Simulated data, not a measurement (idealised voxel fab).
The process module presented herein is designated voxel capacitor over wiring.
Square cells of 5 nm make up the cross-section cut, whose width is 180 nm.
Cross-section layout: square cells on a grid; listed as bands, top to bottom; a band spans one or more cell rows.
In this notation a band is specified by the heights of its top and bottom, in that order and in nm, after which its materials appear from left to right, each paired with its width in nm. The word "edge to edge" attached to a single material means that material fills the band from edge to edge; the word "blank" stands for empty space.
Measure heights from 0. That's the level where, below it, the as-received wafer is all one material. The lowest band is bottomless and extends downward; write it as in "0 nm and below".
The expression "30 to 40" gives the width at the extremes of the band, the first number at its top row of cells and the second at its bottom row, with the width changing by equal amounts from each row to the next in between.
The designation "nothing different", where it is given for a processing step, indicates that no cell of the cross-section was altered in the course of that step.
The list in "Sealed void inventory" covers empty spaces of 8 cells or more that cannot reach the top through any open way, and it gives each as width x height at distance; the distance is from the left edge, and width, height and distance are in nm.
The remark found on a step's line after its settings is issued by the simulator itself and pertains to that step.
What "overlay nm" on a step's line means: if the step has a mask, that mask lay this far to the right of its planned place, or, when the value is negative, to the left.

These are the steps we planned for the process:
| 1 | RECEIVE [material Si] |
| 2 | CONFORMAL_DEP [material SiO2] [thk nm 10] |
| 3 | DIRECTIONAL_DEP [material TiN] [thk nm 5] |
| 4 | DIRECTIONAL_DEP [material Ru] [thk nm 20] |
| 5 | MASKED_ETCH [tone cover] [mask id METAL_1] [width nm 20] [pitch nm 75] [etch materials Ru] [depth nm 20] [overlay nm 0] |
| 6 | MASKED_ETCH [tone cover] [mask id METAL_1] [width nm 20] [pitch nm 75] [etch materials TiN] [depth nm 5] [overlay nm 0] |
| 7 | CONFORMAL_DEP [material SiN] [thk nm 5] |
| 8 | FILL_DEP [material SiO2] [thk nm 10] |
| 9 | CMP [height nm 35] |
| 10 | CONFORMAL_DEP [material SiCN] [thk nm 5] |
| 11 | DIRECTIONAL_DEP [material lowk] [thk nm 10] |
| 12 | PATTERN [tone open] [mask id PLUG_1] [material resist] [width nm 15] [thk nm 15] [overlay nm 0] |
| 13 | DIRECTIONAL_ETCH [etch materials lowk] [depth nm 10] |
| 14 | DIRECTIONAL_ETCH [etch materials SiCN] [depth nm 5] |
| 15 | STRIP [etch materials resist] |
| 16 | CONFORMAL_DEP [material TiN] [thk nm 5] |
| 17 | FILL_DEP [material W] [thk nm 10] |
| 18 | CMP [height nm 50] |
| 19 | DIRECTIONAL_DEP [material TiN] [thk nm 5] |
| 20 | DIRECTIONAL_DEP [material SiN] [thk nm 5] |
| 21 | DIRECTIONAL_DEP [material TiN] [thk nm 10] |
| 22 | PATTERN [tone cover] [mask id UPPER_PLATE] [material resist] [width nm 60] [thk nm 15] [overlay nm 0] |
| 23 | DIRECTIONAL_ETCH [etch materials TiN] [depth nm 10] |
| 24 | DIRECTIONAL_ETCH [etch materials SiN] [depth nm 5] |
| 25 | STRIP [etch materials resist] |
| 26 | PATTERN [tone cover] [mask id LOWER_PLATE] [material resist] [width nm 70] [thk nm 15] [overlay nm 0] |
| 27 | DIRECTIONAL_ETCH [etch materials TiN] [depth nm 5] |
| 28 | STRIP [etch materials resist] |
| 29 | FILL_DEP [material SiO2] [thk nm 15] |
| 30 | CMP [height nm 80] |
| 31 | PATTERN [tone open] [mask id PLUG_2] [material resist] [width nm 15] [thk nm 15] [overlay nm 0] |
| 32 | DIRECTIONAL_ETCH [etch materials SiO2] [depth nm 10] |
| 33 | STRIP [etch materials resist] |
| 34 | CONFORMAL_DEP [material TiN] [thk nm 5] |
| 35 | FILL_DEP [material Ru] [thk nm 10] |
| 36 | CMP [height nm 80] |
| 37 | CONFORMAL_DEP [material SiCN] [thk nm 5] |

Wafer, first of two, run as planned:

As received (post step 1): cross-section:
    0 nm and below: Si edge to edge
    Sealed void inventory: none

The wafer in cross-section once step 2 is complete:
    10 nm to 0 nm: SiO2 edge to edge
    Lower than 0, everything is as it was.

The wafer in cross-section once step 3 is complete:
    15 nm to 10 nm: TiN edge to edge
    Lower than 10, everything is as it was.

The wafer in cross-section once step 4 is complete:
    35 nm to 15 nm: Ru edge to edge
    Lower than 15, everything is as it was.

The wafer in cross-section once step 5 is complete:
    35 nm to 15 nm: blank (40) / Ru (20) / blank (55) / Ru (20) / blank (45)
    Lower than 15, everything is as it was.

The wafer in cross-section once step 6 is complete:
    35 nm to 15 nm: blank (40) / Ru (20) / blank (55) / Ru (20) / blank (45)
    15 nm to 10 nm: blank (40) / TiN (20) / blank (55) / TiN (20) / blank (45)
    Lower than 10, everything is as it was.

The wafer in cross-section once step 7 is complete:
    40 nm to 35 nm: blank (35) / SiN (30) / blank (45) / SiN (30) / blank (40)
    35 nm to 15 nm: blank (35) / SiN (5) / Ru (20) / SiN (5) / blank (45) / SiN (5) / Ru (20) / SiN (5) / blank (40)
    15 nm to 10 nm: SiN (40) / TiN (20) / SiN (55) / TiN (20) / SiN (45)
    Lower than 10, everything is as it was.

The wafer in cross-section once step 8 is complete:
    50 nm to 40 nm: SiO2 edge to edge
    40 nm to 35 nm: SiO2 (35) / SiN (30) / SiO2 (45) / SiN (30) / SiO2 (40)
    35 nm to 15 nm: SiO2 (35) / SiN (5) / Ru (20) / SiN (5) / SiO2 (45) / SiN (5) / Ru (20) / SiN (5) / SiO2 (40)
    Lower than 15, everything is as it was.

The wafer in cross-section once step 9 is complete:
    35 nm to 15 nm: SiO2 (35) / SiN (5) / Ru (20) / SiN (5) / SiO2 (45) / SiN (5) / Ru (20) / SiN (5) / SiO2 (40)
    Lower than 15, everything is as it was.

The wafer in cross-section once step 10 is complete:
    40 nm to 35 nm: SiCN edge to edge
    Lower than 35, everything is as it was.

The wafer in cross-section once step 11 is complete:
    50 nm to 40 nm: lowk edge to edge
    Lower than 40, everything is as it was.

The wafer in cross-section once step 12 is complete:
    65 nm to 50 nm: resist (45) / blank (15) / resist (120)
    Lower than 50, everything is as it was.

The wafer in cross-section once step 13 is complete:
    65 nm to 50 nm: resist (45) / blank (15) / resist (120)
    50 nm to 40 nm: lowk (45) / blank (15) / lowk (120)
    Lower than 40, everything is as it was.

The wafer in cross-section once step 14 is complete:
    65 nm to 50 nm: resist (45) / blank (15) / resist (120)
    50 nm to 40 nm: lowk (45) / blank (15) / lowk (120)
    40 nm to 35 nm: SiCN (45) / blank (15) / SiCN (120)
    Lower than 35, everything is as it was.

The wafer in cross-section once step 15 is complete:
    50 nm to 40 nm: lowk (45) / blank (15) / lowk (120)
    Lower than 40, everything is as it was.

The wafer in cross-section once step 16 is complete:
    55 nm to 50 nm: TiN (50) / blank (5) / TiN (125)
    50 nm to 40 nm: lowk (45) / TiN (5) / blank (5) / TiN (5) / lowk (120)
    40 nm to 35 nm: SiCN (45) / TiN (15) / SiCN (120)
    Lower than 35, everything is as it was.

The wafer in cross-section once step 17 is complete:
    65 nm to 55 nm: W edge to edge
    55 nm to 50 nm: TiN (50) / W (5) / TiN (125)
    50 nm to 40 nm: lowk (45) / TiN (5) / W (5) / TiN (5) / lowk (120)
    Lower than 40, everything is as it was.

The wafer in cross-section once step 18 is complete:
    50 nm to 40 nm: lowk (45) / TiN (5) / W (5) / TiN (5) / lowk (120)
    Lower than 40, everything is as it was.

The wafer in cross-section once step 19 is complete:
    55 nm to 50 nm: TiN edge to edge
    Lower than 50, everything is as it was.

The wafer in cross-section once step 20 is complete:
    60 nm to 55 nm: SiN edge to edge
    Lower than 55, everything is as it was.

The wafer in cross-section once step 21 is complete:
    70 nm to 60 nm: TiN edge to edge
    Lower than 60, everything is as it was.

The wafer in cross-section once step 22 is complete:
    85 nm to 70 nm: blank (45) / resist (60) / blank (75)
    Lower than 70, everything is as it was.

The wafer in cross-section once step 23 is complete:
    85 nm to 70 nm: blank (45) / resist (60) / blank (75)
    70 nm to 60 nm: blank (45) / TiN (60) / blank (75)
    Lower than 60, everything is as it was.

The wafer in cross-section once step 24 is complete:
    85 nm to 70 nm: blank (45) / resist (60) / blank (75)
    70 nm to 60 nm: blank (45) / TiN (60) / blank (75)
    60 nm to 55 nm: blank (45) / SiN (60) / blank (75)
    Lower than 55, everything is as it was.

The wafer in cross-section once step 25 is complete:
    70 nm to 60 nm: blank (45) / TiN (60) / blank (75)
    Lower than 60, everything is as it was.

The wafer in cross-section once step 26 is complete:
    85 nm to 70 nm: blank (40) / resist (70) / blank (70)
    70 nm to 60 nm: blank (40) / resist (5) / TiN (60) / resist (5) / blank (70)
    60 nm to 55 nm: blank (40) / resist (5) / SiN (60) / resist (5) / blank (70)
    Lower than 55, everything is as it was.

The wafer in cross-section once step 27 is complete:
    85 nm to 70 nm: blank (40) / resist (70) / blank (70)
    70 nm to 60 nm: blank (40) / resist (5) / TiN (60) / resist (5) / blank (70)
    60 nm to 55 nm: blank (40) / resist (5) / SiN (60) / resist (5) / blank (70)
    55 nm to 50 nm: blank (40) / TiN (70) / blank (70)
    Lower than 50, everything is as it was.

The wafer in cross-section once step 28 is complete:
    70 nm to 60 nm: blank (45) / TiN (60) / blank (75)
    60 nm to 55 nm: blank (45) / SiN (60) / blank (75)
    Lower than 55, everything is as it was.

The wafer in cross-section once step 29 is complete:
    85 nm to 70 nm: SiO2 edge to edge
    70 nm to 60 nm: SiO2 (45) / TiN (60) / SiO2 (75)
    60 nm to 55 nm: SiO2 (45) / SiN (60) / SiO2 (75)
    55 nm to 50 nm: SiO2 (40) / TiN (70) / SiO2 (70)
    Lower than 50, everything is as it was.

The wafer in cross-section once step 30 is complete:
    80 nm to 70 nm: SiO2 edge to edge
    Lower than 70, everything is as it was.

The wafer in cross-section once step 31 is complete:
    95 nm to 80 nm: resist (55) / blank (15) / resist (110)
    Lower than 80, everything is as it was.

The wafer in cross-section once step 32 is complete:
    95 nm to 80 nm: resist (55) / blank (15) / resist (110)
    80 nm to 70 nm: SiO2 (55) / blank (15) / SiO2 (110)
    Lower than 70, everything is as it was.

The wafer in cross-section once step 33 is complete:
    80 nm to 70 nm: SiO2 (55) / blank (15) / SiO2 (110)
    Lower than 70, everything is as it was.

The wafer in cross-section once step 34 is complete:
    85 nm to 80 nm: TiN (60) / blank (5) / TiN (115)
    80 nm to 75 nm: SiO2 (55) / TiN (5) / blank (5) / TiN (5) / SiO2 (110)
    75 nm to 70 nm: SiO2 (55) / TiN (15) / SiO2 (110)
    Lower than 70, everything is as it was.

The wafer in cross-section once step 35 is complete:
    95 nm to 85 nm: Ru edge to edge
    85 nm to 80 nm: TiN (60) / Ru (5) / TiN (115)
    80 nm to 75 nm: SiO2 (55) / TiN (5) / Ru (5) / TiN (5) / SiO2 (110)
    Lower than 75, everything is as it was.

The wafer in cross-section once step 36 is complete:
    80 nm to 75 nm: SiO2 (55) / TiN (5) / Ru (5) / TiN (5) / SiO2 (110)
    Lower than 75, everything is as it was.

The wafer in cross-section once step 37 is complete:
    85 nm to 80 nm: SiCN edge to edge
    Lower than 80, everything is as it was.

The remaining wafer, second of the two, started like the first and was run to the same plan, except that one mistake was made along the way; the two coincide through step 30, inclusive:

Cross-section, second wafer, at the end time the plan gives for step 31:
    95 nm to 80 nm: resist (55) / blank (20) / resist (105)
    Lower than 80, everything is as it was.

Cross-section, second wafer, at the end time the plan gives for step 32:
    95 nm to 80 nm: resist (55) / blank (20) / resist (105)
    80 nm to 70 nm: SiO2 (55) / blank (20) / SiO2 (105)
    Lower than 70, everything is as it was.

Cross-section, second wafer, at the end time the plan gives for step 33:
    80 nm to 70 nm: SiO2 (55) / blank (20) / SiO2 (105)
    Lower than 70, everything is as it was.

Cross-section, second wafer, at the end time the plan gives for step 34:
    85 nm to 80 nm: TiN (60) / blank (10) / TiN (110)
    80 nm to 75 nm: SiO2 (55) / TiN (5) / blank (10) / TiN (5) / SiO2 (105)
    75 nm to 70 nm: SiO2 (55) / TiN (20) / SiO2 (105)
    Lower than 70, everything is as it was.

Cross-section, second wafer, at the end time the plan gives for step 35:
    95 nm to 85 nm: Ru edge to edge
    85 nm to 80 nm: TiN (60) / Ru (10) / TiN (110)
    80 nm to 75 nm: SiO2 (55) / TiN (5) / Ru (10) / TiN (5) / SiO2 (105)
    Lower than 75, everything is as it was.

Cross-section, second wafer, at the end time the plan gives for step 36:
    80 nm to 75 nm: SiO2 (55) / TiN (5) / Ru (10) / TiN (5) / SiO2 (105)
    Lower than 75, everything is as it was.

Cross-section, second wafer, at the end time the plan gives for step 37:
    85 nm to 80 nm: SiCN edge to edge
    Lower than 80, everything is as it was.
In executing the process, a mistake was made relative to the plan: note that step 31 departed from the planned setting and was carried out as PATTERN [tone open] [mask id PLUG_2] [material resist] [width nm 20] [thk nm 15] [overlay nm 0]
End check, counted in cells, second wafer has more or fewer of these materials than the first: +1 Ru; -2 SiO2; +1 TiN
